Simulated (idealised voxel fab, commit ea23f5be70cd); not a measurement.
Herein follows the process module entitled voxel released beams.
Square cells of 5 nm make up the cross-section cut, whose width is 175 nm.
Bands, listed from the top down, are how a cross-section gets written in this document; the cross-section itself is a grid of square cells, and a band is one or more rows of them. Within each band entry, the heights of the top and of the bottom of the band appear first, in that order and in nm; the materials of the band then follow from left to right, each with its corresponding width in nm. The designation "throughout" on a single material indicates that it fills the band from edge to edge; the designation "blank" indicates empty space. Height 0 is the level under which the wafer as received is all one material. The lowest band goes on downwards, as in "0 nm and below". When a width is written as two numbers, as in "30..40", the first number is the width in the top row of cells of the band and the second is the width in its bottom row, and the width changes by the same amount from each row to the next. A step reported as "everything unchanged" is a step in which no cell of the cross-section changed. "Closed internal cavities": sealed empty spaces, 8 cells or more, no open way to top, listed width x height at distance, with distance from the left edge and width, height and distance in nm. If you see something after the settings on a step's line, that's the simulator's own remark about that step. overlay nm: for a step with a mask, the amount by which the mask lay right of where it was planned; a negative amount means left of it. Below you will find pairs of cross-sections. In each, one shows the wafer before one process step and the other after it, with the after view ending at the lowest band that changed. Under each pair is the step separating them, along with its settings. Do not assume the pairs form a chain: they can come from different runs of this module on the same starting wafer, and a pair continues from the pair above it only when its "State on entry" entry says so.

State on entry:
* 0 nm and below | Si throughout
* Closed internal cavities: none

after:
* 5 nm to 0 nm | SiN throughout
* Everything under 0 stays put, no change at all.
* Closed internal cavities: none
What was done to get from the upper cross-section to the lower one? CONFORMAL_DEP with material SiN, thk nm 5

State on entry: The cross-section prior to this step is the one presented after the step of the pair immediately above.

after:
* 20 nm to 5 nm | SiO2 throughout
* Everything under 5 stays put, no change at all.
* Closed internal cavities: none
What was done to get from the upper cross-section to the lower one? DIRECTIONAL_DEP with material SiO2, thk nm 15

State on entry: The cross-section prior to this step is the one presented after the step of the pair immediately above.

after:
* 35 nm to 20 nm | resist=40; blank=25; resist=110
* Everything under 20 stays put, no change at all.
* Closed internal cavities: none
What was done to get from the upper cross-section to the lower one? PATTERN with tone open, mask id ANCHOR, material resist, width nm 25, thk nm 15, overlay nm 0

State on entry: The cross-section prior to this step is the one presented after the step of the pair immediately above.

after:
* 35 nm to 20 nm | resist=40; blank=25; resist=110
* 20 nm to 5 nm | SiO2=40; blank=25; SiO2=110
* Everything under 5 stays put, no change at all.
* Closed internal cavities: none
What was done to get from the upper cross-section to the lower one? DIRECTIONAL_ETCH with etch materials SiO2, depth nm 15

State on entry: The cross-section prior to this step is the one presented after the step of the pair immediately above.

after:
* 20 nm to 5 nm | SiO2=40; blank=25; SiO2=110
* Everything under 5 stays put, no change at all.
* Closed internal cavities: none
What was done to get from the upper cross-section to the lower one? STRIP with etch materials resist

State on entry: The cross-section prior to this step is the one presented after the step of the pair immediately above.

after:
* 30 nm to 20 nm | TiN=50; blank=5; TiN=120
* 20 nm to 15 nm | SiO2=40; TiN=10; blank=5; TiN=10; SiO2=110
* 15 nm to 5 nm | SiO2=40; TiN=25; SiO2=110
* Everything under 5 stays put, no change at all.
* Closed internal cavities: none
What was done to get from the upper cross-section to the lower one? CONFORMAL_DEP with material TiN, thk nm 10

State on entry: The cross-section prior to this step is the one presented after the step of the pair immediately above.

after:
* 45 nm to 30 nm | aC=50; blank=5; aC=120
* 30 nm to 20 nm | TiN=50; aC=5; TiN=120
* 20 nm to 15 nm | SiO2=40; TiN=10; aC=5; TiN=10; SiO2=110
* Everything under 15 stays put, no change at all.
* Closed internal cavities: none
What was done to get from the upper cross-section to the lower one? DIRECTIONAL_DEP with material aC, thk nm 15

State on entry: The cross-section prior to this step is the one presented after the step of the pair immediately above.

after:
* 75 nm to 45 nm | blank=35; resist=95; blank=45
* 45 nm to 30 nm | aC=50; resist=5; aC=120
* Everything under 30 stays put, no change at all.
* Closed internal cavities: none
What was done to get from the upper cross-section to the lower one? PATTERN with tone cover, mask id BEAM, material resist, width nm 95, thk nm 30, overlay nm 0

State on entry: The cross-section prior to this step is the one presented after the step of the pair immediately above.

after:
* 60 nm to 45 nm | blank=35; resist=95; blank=45
* 45 nm to 30 nm | blank=35; aC=15; resist=5; aC=75; blank=45
* Everything under 30 stays put, no change at all.
* Closed internal cavities: none
What was done to get from the upper cross-section to the lower one? DIRECTIONAL_ETCH with etch materials aC, depth nm 15

State on entry: The cross-section prior to this step is the one presented after the step of the pair immediately above.

after:
* 45 nm to 30 nm | blank=35; aC=15; blank=5; aC=75; blank=45
* Everything under 30 stays put, no change at all.
* Closed internal cavities: none
What was done to get from the upper cross-section to the lower one? STRIP with etch materials resist

State on entry: The cross-section prior to this step is the one presented after the step of the pair immediately above.

after:
* 45 nm to 30 nm | blank=35; aC=15; blank=5; aC=75; blank=45
* 30 nm to 20 nm | blank=35; TiN=15; aC=5; TiN=75; blank=45
* Everything under 20 stays put, no change at all.
* Closed internal cavities: none
What was done to get from the upper cross-section to the lower one? DIRECTIONAL_ETCH with etch materials TiN, depth nm 10

State on entry: The cross-section prior to this step is the one presented after the step of the pair immediately above.

after:
* 30 nm to 20 nm | blank=35; TiN=15; blank=5; TiN=75; blank=45
* 20 nm to 15 nm | SiO2=40; TiN=10; blank=5; TiN=10; SiO2=110
* Everything under 15 stays put, no change at all.
* Closed internal cavities: none
What was done to get from the upper cross-section to the lower one? STRIP with etch materials aC

State on entry: The cross-section prior to this step is the one presented after the step of the pair immediately above.

after:
* 30 nm to 20 nm | blank=35; TiN=15; blank=5; TiN=75; blank=45
* 20 nm to 15 nm | blank=40; TiN=10; blank=5; TiN=10; blank=110
* 15 nm to 5 nm | blank=40; TiN=25; blank=110
* Everything under 5 stays put, no change at all.
* Closed internal cavities: none
What was done to get from the upper cross-section to the lower one? STRIP with etch materials SiO2

State on entry:
* 0 nm and below | Si throughout
* Closed internal cavities: none

after:
* 15 nm to 0 nm | SiO2 throughout
* Everything under 0 stays put, no change at all.
* Closed internal cavities: none
What was done to get from the upper cross-section to the lower one? DIRECTIONAL_DEP with material SiO2, thk nm 15

State on entry: The cross-section prior to this step is the one presented after the step of the pair immediately above.

after:
* 30 nm to 15 nm | resist=40; blank=25; resist=110
* Everything under 15 stays put, no change at all.
* Closed internal cavities: none
What was done to get from the upper cross-section to the lower one? PATTERN with tone open, mask id ANCHOR, material resist, width nm 25, thk nm 15, overlay nm 0

State on entry: The cross-section prior to this step is the one presented after the step of the pair immediately above.

after:
* 30 nm to 15 nm | resist=40; blank=25; resist=110
* 15 nm to 0 nm | SiO2=40; blank=25; SiO2=110
* Everything under 0 stays put, no change at all.
* Closed internal cavities: none
What was done to get from the upper cross-section to the lower one? DIRECTIONAL_ETCH with etch materials SiO2, depth nm 15

State on entry: The cross-section prior to this step is the one presented after the step of the pair immediately above.

after:
* 15 nm to 0 nm | SiO2=40; blank=25; SiO2=110
* Everything under 0 stays put, no change at all.
* Closed internal cavities: none
What was done to get from the upper cross-section to the lower one? STRIP with etch materials resist

State on entry: The cross-section prior to this step is the one presented after the step of the pair immediately above.

after:
* 25 nm to 15 nm | TiN=50; blank=5; TiN=120
* 15 nm to 10 nm | SiO2=40; TiN=10; blank=5; TiN=10; SiO2=110
* 10 nm to 0 nm | SiO2=40; TiN=25; SiO2=110
* Everything under 0 stays put, no change at all.
* Closed internal cavities: none
What was done to get from the upper cross-section to the lower one? CONFORMAL_DEP with material TiN, thk nm 10

State on entry: The cross-section prior to this step is the one presented after the step of the pair immediately above.

after:
* 40 nm to 25 nm | aC=50; blank=5; aC=120
* 25 nm to 15 nm | TiN=50; aC=5; TiN=120
* 15 nm to 10 nm | SiO2=40; TiN=10; aC=5; TiN=10; SiO2=110
* Everything under 10 stays put, no change at all.
* Closed internal cavities: none
What was done to get from the upper cross-section to the lower one? DIRECTIONAL_DEP with material aC, thk nm 15

State on entry: The cross-section prior to this step is the one presented after the step of the pair immediately above.

after:
* 70 nm to 40 nm | blank=35; resist=95; blank=45
* 40 nm to 25 nm | aC=50; resist=5; aC=120
* Everything under 25 stays put, no change at all.
* Closed internal cavities: none
What was done to get from the upper cross-section to the lower one? PATTERN with tone cover, mask id BEAM, material resist, width nm 95, thk nm 30, overlay nm 0

State on entry: The cross-section prior to this step is the one presented after the step of the pair immediately above.

after:
* 55 nm to 40 nm | blank=35; resist=95; blank=45
* 40 nm to 25 nm | blank=35; aC=15; resist=5; aC=75; blank=45
* Everything under 25 stays put, no change at all.
* Closed internal cavities: none
What was done to get from the upper cross-section to the lower one? DIRECTIONAL_ETCH with etch materials aC, depth nm 15

State on entry: The cross-section prior to this step is the one presented after the step of the pair immediately above.

after:
* 40 nm to 25 nm | blank=35; aC=15; blank=5; aC=75; blank=45
* Everything under 25 stays put, no change at all.
* Closed internal cavities: none
What was done to get from the upper cross-section to the lower one? STRIP with etch materials resist

State on entry: The cross-section prior to this step is the one presented after the step of the pair immediately above.

after:
* 40 nm to 25 nm | blank=35; aC=15; blank=5; aC=75; blank=45
* 25 nm to 15 nm | blank=35; TiN=15; aC=5; TiN=75; blank=45
* Everything under 15 stays put, no change at all.
* Closed internal cavities: none
What was done to get from the upper cross-section to the lower one? DIRECTIONAL_ETCH with etch materials TiN, depth nm 10

State on entry: The cross-section prior to this step is the one presented after the step of the pair immediately above.

after:
* 25 nm to 15 nm | blank=35; TiN=15; blank=5; TiN=75; blank=45
* 15 nm to 10 nm | SiO2=40; TiN=10; blank=5; TiN=10; SiO2=110
* Everything under 10 stays put, no change at all.
* Closed internal cavities: none
What was done to get from the upper cross-section to the lower one? STRIP with etch materials aC

State on entry: The cross-section prior to this step is the one presented after the step of the pair immediately above.

after:
* 25 nm to 15 nm | blank=35; TiN=15; blank=5; TiN=75; blank=45
* 15 nm to 10 nm | blank=40; TiN=10; blank=5; TiN=10; blank=110
* 10 nm to 0 nm | blank=40; TiN=25; blank=110
* Everything under 0 stays put, no change at all.
* Closed internal cavities: none
What was done to get from the upper cross-section to the lower one? STRIP with etch materials SiO2

State on entry:
* 15 nm to 0 nm | SiO2 throughout
* 0 nm and below | Si throughout
* Closed internal cavities: none

after:
* 20 nm to 15 nm | SiN throughout
* Everything under 15 stays put, no change at all.
* Closed internal cavities: none
What was done to get from the upper cross-section to the lower one? CONFORMAL_DEP with material SiN, thk nm 5

State on entry: The cross-section prior to this step is the one presented after the step of the pair immediately above.

after:
* 35 nm to 20 nm | resist=40; blank=25; resist=110
* Everything under 20 stays put, no change at all.
* Closed internal cavities: none
What was done to get from the upper cross-section to the lower one? PATTERN with tone open, mask id ANCHOR, material resist, width nm 25, thk nm 15, overlay nm 0

State on entry: The cross-section prior to this step is the one presented after the step of the pair immediately above.

after:
* 20 nm to 15 nm | SiN throughout
* Everything under 15 stays put, no change at all.
* Closed internal cavities: none
What was done to get from the upper cross-section to the lower one? STRIP with etch materials resist

State on entry: The cross-section prior to this step is the one presented after the step of the pair immediately above.

after:
* 30 nm to 20 nm | TiN throughout
* Everything under 20 stays put, no change at all.
* Closed internal cavities: none
What was done to get from the upper cross-section to the lower one? CONFORMAL_DEP with material TiN, thk nm 10

State on entry: The cross-section prior to this step is the one presented after the step of the pair immediately above.

after:
* 45 nm to 30 nm | aC throughout
* Everything under 30 stays put, no change at all.
* Closed internal cavities: none
What was done to get from the upper cross-section to the lower one? DIRECTIONAL_DEP with material aC, thk nm 15

State on entry: The cross-section prior to this step is the one presented after the step of the pair immediately above.

after:
* 75 nm to 45 nm | blank=35; resist=95; blank=45
* Everything under 45 stays put, no change at all.
* Closed internal cavities: none
What was done to get from the upper cross-section to the lower one? PATTERN with tone cover, mask id BEAM, material resist, width nm 95, thk nm 30, overlay nm 0

State on entry: The cross-section prior to this step is the one presented after the step of the pair immediately above.

after:
* 60 nm to 45 nm | blank=35; resist=95; blank=45
* 45 nm to 30 nm | blank=35; aC=95; blank=45
* Everything under 30 stays put, no change at all.
* Closed internal cavities: none
What was done to get from the upper cross-section to the lower one? DIRECTIONAL_ETCH with etch materials aC, depth nm 15

State on entry: The cross-section prior to this step is the one presented after the step of the pair immediately above.

after:
* 45 nm to 30 nm | blank=35; aC=95; blank=45
* Everything under 30 stays put, no change at all.
* Closed internal cavities: none
What was done to get from the upper cross-section to the lower one? STRIP with etch materials resist

State on entry: The cross-section prior to this step is the one presented after the step of the pair immediately above.

after:
* 45 nm to 30 nm | blank=35; aC=95; blank=45
* 30 nm to 20 nm | blank=35; TiN=95; blank=45
* Everything under 20 stays put, no change at all.
* Closed internal cavities: none
What was done to get from the upper cross-section to the lower one? DIRECTIONAL_ETCH with etch materials TiN, depth nm 10

State on entry: The cross-section prior to this step is the one presented after the step of the pair immediately above.

after:
* 30 nm to 20 nm | blank=35; TiN=95; blank=45
* Everything under 20 stays put, no change at all.
* Closed internal cavities: none
What was done to get from the upper cross-section to the lower one? STRIP with etch materials aC

State on entry:
* 20 nm to 5 nm | SiO2=40; blank=25; SiO2=110
* 5 nm to 0 nm | SiN throughout
* 0 nm and below | Si throughout
* Closed internal cavities: none

after:
* 35 nm to 20 nm | TiN throughout
* 20 nm to 5 nm | SiO2=40; TiN=25; SiO2=110
* Everything under 5 stays put, no change at all.
* Closed internal cavities: none
What was done to get from the upper cross-section to the lower one? CONFORMAL_DEP with material TiN, thk nm 15

State on entry: The cross-section prior to this step is the one presented after the step of the pair immediately above.

after:
* 50 nm to 35 nm | aC throughout
* Everything under 35 stays put, no change at all.
* Closed internal cavities: none
What was done to get from the upper cross-section to the lower one? DIRECTIONAL_DEP with material aC, thk nm 15

State on entry: The cross-section prior to this step is the one presented after the step of the pair immediately above.

after:
* 80 nm to 50 nm | blank=35; resist=95; blank=45
* Everything under 50 stays put, no change at all.
* Closed internal cavities: none
What was done to get from the upper cross-section to the lower one? PATTERN with tone cover, mask id BEAM, material resist, width nm 95, thk nm 30, overlay nm 0

State on entry: The cross-section prior to this step is the one presented after the step of the pair immediately above.

after:
* 65 nm to 50 nm | blank=35; resist=95; blank=45
* 50 nm to 35 nm | blank=35; aC=95; blank=45
* Everything under 35 stays put, no change at all.
* Closed internal cavities: none
What was done to get from the upper cross-section to the lower one? DIRECTIONAL_ETCH with etch materials aC, depth nm 15

State on entry: The cross-section prior to this step is the one presented after the step of the pair immediately above.

after:
* 50 nm to 35 nm | blank=35; aC=95; blank=45
* Everything under 35 stays put, no change at all.
* Closed internal cavities: none
What was done to get from the upper cross-section to the lower one? STRIP with etch materials resist

State on entry: The cross-section prior to this step is the one presented after the step of the pair immediately above.

after:
* 50 nm to 35 nm | blank=35; aC=95; blank=45
* 35 nm to 25 nm | blank=35; TiN=95; blank=45
* Everything under 25 stays put, no change at all.
* Closed internal cavities: none
What was done to get from the upper cross-section to the lower one? DIRECTIONAL_ETCH with etch materials TiN, depth nm 10

State on entry: The cross-section prior to this step is the one presented after the step of the pair immediately above.

after:
* 35 nm to 25 nm | blank=35; TiN=95; blank=45
* Everything under 25 stays put, no change at all.
* Closed internal cavities: none
What was done to get from the upper cross-section to the lower one? STRIP with etch materials aC

State on entry:
* 45 nm to 30 nm | aC=50; blank=5; aC=120
* 30 nm to 20 nm | TiN=50; aC=5; TiN=120
* 20 nm to 15 nm | SiO2=40; TiN=10; aC=5; TiN=10; SiO2=110
* 15 nm to 5 nm | SiO2=40; TiN=25; SiO2=110
* 5 nm to 0 nm | SiN throughout
* 0 nm and below | Si throughout
* Closed internal cavities: none

after:
* 75 nm to 45 nm | blank=35; resist=100; blank=40
* 45 nm to 30 nm | aC=50; resist=5; aC=120
* Everything under 30 stays put, no change at all.
* Closed internal cavities: none
What was done to get from the upper cross-section to the lower one? PATTERN with tone cover, mask id BEAM, material resist, width nm 100, thk nm 30, overlay nm 0

State on entry: The cross-section prior to this step is the one presented after the step of the pair immediately above.

after:
* 60 nm to 45 nm | blank=35; resist=100; blank=40
* 45 nm to 30 nm | blank=35; aC=15; resist=5; aC=80; blank=40
* Everything under 30 stays put, no change at all.
* Closed internal cavities: none
What was done to get from the upper cross-section to the lower one? DIRECTIONAL_ETCH with etch materials aC, depth nm 15

State on entry: The cross-section prior to this step is the one presented after the step of the pair immediately above.

after:
* 45 nm to 30 nm | blank=35; aC=15; blank=5; aC=80; blank=40
* Everything under 30 stays put, no change at all.
* Closed internal cavities: none
What was done to get from the upper cross-section to the lower one? STRIP with etch materials resist

State on entry: The cross-section prior to this step is the one presented after the step of the pair immediately above.

after:
* 45 nm to 30 nm | blank=35; aC=15; blank=5; aC=80; blank=40
* 30 nm to 20 nm | blank=35; TiN=15; aC=5; TiN=80; blank=40
* Everything under 20 stays put, no change at all.
* Closed internal cavities: none
What was done to get from the upper cross-section to the lower one? DIRECTIONAL_ETCH with etch materials TiN, depth nm 10

State on entry: The cross-section prior to this step is the one presented after the step of the pair immediately above.

after:
* 30 nm to 20 nm | blank=35; TiN=15; blank=5; TiN=80; blank=40
* 20 nm to 15 nm | SiO2=40; TiN=10; blank=5; TiN=10; SiO2=110
* Everything under 15 stays put, no change at all.
* Closed internal cavities: none
What was done to get from the upper cross-section to the lower one? STRIP with etch materials aC

State on entry: The cross-section prior to this step is the one presented after the step of the pair immediately above.

after:
* 30 nm to 20 nm | blank=35; TiN=15; blank=5; TiN=80; blank=40
* 20 nm to 15 nm | blank=40; TiN=10; blank=5; TiN=10; blank=110
* 15 nm to 5 nm | blank=40; TiN=25; blank=110
* Everything under 5 stays put, no change at all.
* Closed internal cavities: none
What was done to get from the upper cross-section to the lower one? STRIP with etch materials SiO2

State on entry:
* 20 nm to 5 nm | SiO2 throughout
* 5 nm to 0 nm | SiN throughout
* 0 nm and below | Si throughout
* Closed internal cavities: none

after:
* 35 nm to 20 nm | resist=45; blank=25; resist=105
* Everything under 20 stays put, no change at all.
* Closed internal cavities: none
What was done to get from the upper cross-section to the lower one? PATTERN with tone open, mask id ANCHOR, material resist, width nm 25, thk nm 15, overlay nm 5

State on entry: The cross-section prior to this step is the one presented after the step of the pair immediately above.

after:
* 35 nm to 20 nm | resist=45; blank=25; resist=105
* 20 nm to 5 nm | SiO2=45; blank=25; SiO2=105
* Everything under 5 stays put, no change at all.
* Closed internal cavities: none
What was done to get from the upper cross-section to the lower one? DIRECTIONAL_ETCH with etch materials SiO2, depth nm 15

State on entry: The cross-section prior to this step is the one presented after the step of the pair immediately above.

after:
* 20 nm to 5 nm | SiO2=45; blank=25; SiO2=105
* Everything under 5 stays put, no change at all.
* Closed internal cavities: none
What was done to get from the upper cross-section to the lower one? STRIP with etch materials resist

State on entry: The cross-section prior to this step is the one presented after the step of the pair immediately above.

after:
* 30 nm to 20 nm | TiN=55; blank=5; TiN=115
* 20 nm to 15 nm | SiO2=45; TiN=10; blank=5; TiN=10; SiO2=105
* 15 nm to 5 nm | SiO2=45; TiN=25; SiO2=105
* Everything under 5 stays put, no change at all.
* Closed internal cavities: none
What was done to get from the upper cross-section to the lower one? CONFORMAL_DEP with material TiN, thk nm 10

State on entry: The cross-section prior to this step is the one presented after the step of the pair immediately above.

after:
* 45 nm to 30 nm | aC=55; blank=5; aC=115
* 30 nm to 20 nm | TiN=55; aC=5; TiN=115
* 20 nm to 15 nm | SiO2=45; TiN=10; aC=5; TiN=10; SiO2=105
* Everything under 15 stays put, no change at all.
* Closed internal cavities: none
What was done to get from the upper cross-section to the lower one? DIRECTIONAL_DEP with material aC, thk nm 15

State on entry: The cross-section prior to this step is the one presented after the step of the pair immediately above.

after:
* 75 nm to 45 nm | blank=35; resist=95; blank=45
* 45 nm to 30 nm | aC=55; resist=5; aC=115
* Everything under 30 stays put, no change at all.
* Closed internal cavities: none
What was done to get from the upper cross-section to the lower one? PATTERN with tone cover, mask id BEAM, material resist, width nm 95, thk nm 30, overlay nm 0

State on entry: The cross-section prior to this step is the one presented after the step of the pair immediately above.

after:
* 60 nm to 45 nm | blank=35; resist=95; blank=45
* 45 nm to 30 nm | blank=35; aC=20; resist=5; aC=70; blank=45
* Everything under 30 stays put, no change at all.
* Closed internal cavities: none
What was done to get from the upper cross-section to the lower one? DIRECTIONAL_ETCH with etch materials aC, depth nm 15

State on entry: The cross-section prior to this step is the one presented after the step of the pair immediately above.

after:
* 45 nm to 30 nm | blank=35; aC=20; blank=5; aC=70; blank=45
* Everything under 30 stays put, no change at all.
* Closed internal cavities: none
What was done to get from the upper cross-section to the lower one? STRIP with etch materials resist

State on entry: The cross-section prior to this step is the one presented after the step of the pair immediately above.

after:
* 45 nm to 30 nm | blank=35; aC=20; blank=5; aC=70; blank=45
* 30 nm to 20 nm | blank=35; TiN=20; aC=5; TiN=70; blank=45
* Everything under 20 stays put, no change at all.
* Closed internal cavities: none
What was done to get from the upper cross-section to the lower one? DIRECTIONAL_ETCH with etch materials TiN, depth nm 10

State on entry: The cross-section prior to this step is the one presented after the step of the pair immediately above.

after:
* 30 nm to 20 nm | blank=35; TiN=20; blank=5; TiN=70; blank=45
* 20 nm to 15 nm | SiO2=45; TiN=10; blank=5; TiN=10; SiO2=105
* Everything under 15 stays put, no change at all.
* Closed internal cavities: none
What was done to get from the upper cross-section to the lower one? STRIP with etch materials aC

State on entry: The cross-section prior to this step is the one presented after the step of the pair immediately above.

after:
* 30 nm to 20 nm | blank=35; TiN=20; blank=5; TiN=70; blank=45
* 20 nm to 15 nm | blank=45; TiN=10; blank=5; TiN=10; blank=105
* 15 nm to 5 nm | blank=45; TiN=25; blank=105
* Everything under 5 stays put, no change at all.
* Closed internal cavities: none
What was done to get from the upper cross-section to the lower one? STRIP with etch materials SiO2

State on entry:
* 30 nm to 20 nm | TiN=50; blank=5; TiN=120
* 20 nm to 15 nm | SiO2=40; TiN=10; blank=5; TiN=10; SiO2=110
* 15 nm to 5 nm | SiO2=40; TiN=25; SiO2=110
* 5 nm to 0 nm | SiN throughout
* 0 nm and below | Si throughout
* Closed internal cavities: none

after:
* 45 nm to 30 nm | SiN=50; blank=5; SiN=120
* 30 nm to 20 nm | TiN=50; SiN=5; TiN=120
* 20 nm to 15 nm | SiO2=40; TiN=10; SiN=5; TiN=10; SiO2=110
* Everything under 15 stays put, no change at all.
* Closed internal cavities: none
What was done to get from the upper cross-section to the lower one? DIRECTIONAL_DEP with material SiN, thk nm 15

State on entry: The cross-section prior to this step is the one presented after the step of the pair immediately above.

after:
* 75 nm to 45 nm | blank=35; resist=95; blank=45
* 45 nm to 30 nm | SiN=50; resist=5; SiN=120
* Everything under 30 stays put, no change at all.
* Closed internal cavities: none
What was done to get from the upper cross-section to the lower one? PATTERN with tone cover, mask id BEAM, material resist, width nm 95, thk nm 30, overlay nm 0

State on entry: The cross-section prior to this step is the one presented after the step of the pair immediately above.

after:
* 60 nm to 45 nm | blank=35; resist=95; blank=45
* Everything under 45 stays put, no change at all.
* Closed internal cavities: none
What was done to get from the upper cross-section to the lower one? DIRECTIONAL_ETCH with etch materials aC, depth nm 15

State on entry: The cross-section prior to this step is the one presented after the step of the pair immediately above.

after:
* 45 nm to 30 nm | SiN=50; blank=5; SiN=120
* Everything under 30 stays put, no change at all.
* Closed internal cavities: none
What was done to get from the upper cross-section to the lower one? STRIP with etch materials resist

State on entry:
* 20 nm to 5 nm | SiO2 throughout
* 5 nm to 0 nm | SiN throughout
* 0 nm and below | Si throughout
* Closed internal cavities: none

after:
* 35 nm to 20 nm | blank=40; resist=25; blank=110
* Everything under 20 stays put, no change at all.
* Closed internal cavities: none
What was done to get from the upper cross-section to the lower one? PATTERN with tone cover, mask id ANCHOR, material resist, width nm 25, thk nm 15, overlay nm 0

State on entry: The cross-section prior to this step is the one presented after the step of the pair immediately above.

after:
* 35 nm to 20 nm | blank=40; resist=25; blank=110
* 20 nm to 5 nm | blank=40; SiO2=25; blank=110
* Everything under 5 stays put, no change at all.
* Closed internal cavities: none
What was done to get from the upper cross-section to the lower one? DIRECTIONAL_ETCH with etch materials SiO2, depth nm 15

State on entry: The cross-section prior to this step is the one presented after the step of the pair immediately above.

after:
* 20 nm to 5 nm | blank=40; SiO2=25; blank=110
* Everything under 5 stays put, no change at all.
* Closed internal cavities: none
What was done to get from the upper cross-section to the lower one? STRIP with etch materials resist

State on entry: The cross-section prior to this step is the one presented after the step of the pair immediately above.

after:
* 30 nm to 20 nm | blank=30; TiN=45; blank=100
* 20 nm to 15 nm | blank=30; TiN=10; SiO2=25; TiN=10; blank=100
* 15 nm to 5 nm | TiN=40; SiO2=25; TiN=110
* Everything under 5 stays put, no change at all.
* Closed internal cavities: none
What was done to get from the upper cross-section to the lower one? CONFORMAL_DEP with material TiN, thk nm 10

State on entry: The cross-section prior to this step is the one presented after the step of the pair immediately above.

after:
* 45 nm to 30 nm | blank=30; aC=45; blank=100
* 30 nm to 20 nm | aC=30; TiN=45; aC=100
* 20 nm to 15 nm | aC=30; TiN=10; SiO2=25; TiN=10; aC=100
* Everything under 15 stays put, no change at all.
* Closed internal cavities: none
What was done to get from the upper cross-section to the lower one? DIRECTIONAL_DEP with material aC, thk nm 15

State on entry: The cross-section prior to this step is the one presented after the step of the pair immediately above.

after:
* 75 nm to 45 nm | blank=35; resist=95; blank=45
* 45 nm to 30 nm | blank=30; aC=45; resist=55; blank=45
* Everything under 30 stays put, no change at all.
* Closed internal cavities: none
What was done to get from the upper cross-section to the lower one? PATTERN with tone cover, mask id BEAM, material resist, width nm 95, thk nm 30, overlay nm 0

State on entry: The cross-section prior to this step is the one presented after the step of the pair immediately above.

after:
* 60 nm to 45 nm | blank=35; resist=95; blank=45
* 45 nm to 30 nm | blank=35; aC=40; resist=55; blank=45
* 30 nm to 20 nm | blank=30; TiN=45; aC=55; blank=45
* 20 nm to 15 nm | blank=30; TiN=10; SiO2=25; TiN=10; aC=55; blank=45
* Everything under 15 stays put, no change at all.
* Closed internal cavities: none
What was done to get from the upper cross-section to the lower one? DIRECTIONAL_ETCH with etch materials aC, depth nm 15

State on entry: The cross-section prior to this step is the one presented after the step of the pair immediately above.

after:
* 45 nm to 30 nm | blank=35; aC=40; blank=100
* Everything under 30 stays put, no change at all.
* Closed internal cavities: none
What was done to get from the upper cross-section to the lower one? STRIP with etch materials resist

State on entry: The cross-section prior to this step is the one presented after the step of the pair immediately above.

after:
* 45 nm to 30 nm | blank=35; aC=40; blank=100
* 30 nm to 20 nm | blank=35; TiN=40; aC=55; blank=45
* 20 nm to 15 nm | blank=30; TiN=10; SiO2=25; TiN=10; aC=55; blank=45
* 15 nm to 5 nm | blank=30; TiN=10; SiO2=25; TiN=65; blank=45
* Everything under 5 stays put, no change at all.
* Closed internal cavities: none
What was done to get from the upper cross-section to the lower one? DIRECTIONAL_ETCH with etch materials TiN, depth nm 10

State on entry: The cross-section prior to this step is the one presented after the step of the pair immediately above.

after:
* 30 nm to 20 nm | blank=35; TiN=40; blank=100
* 20 nm to 15 nm | blank=30; TiN=10; SiO2=25; TiN=10; blank=100
* Everything under 15 stays put, no change at all.
* Closed internal cavities: none
What was done to get from the upper cross-section to the lower one? STRIP with etch materials aC
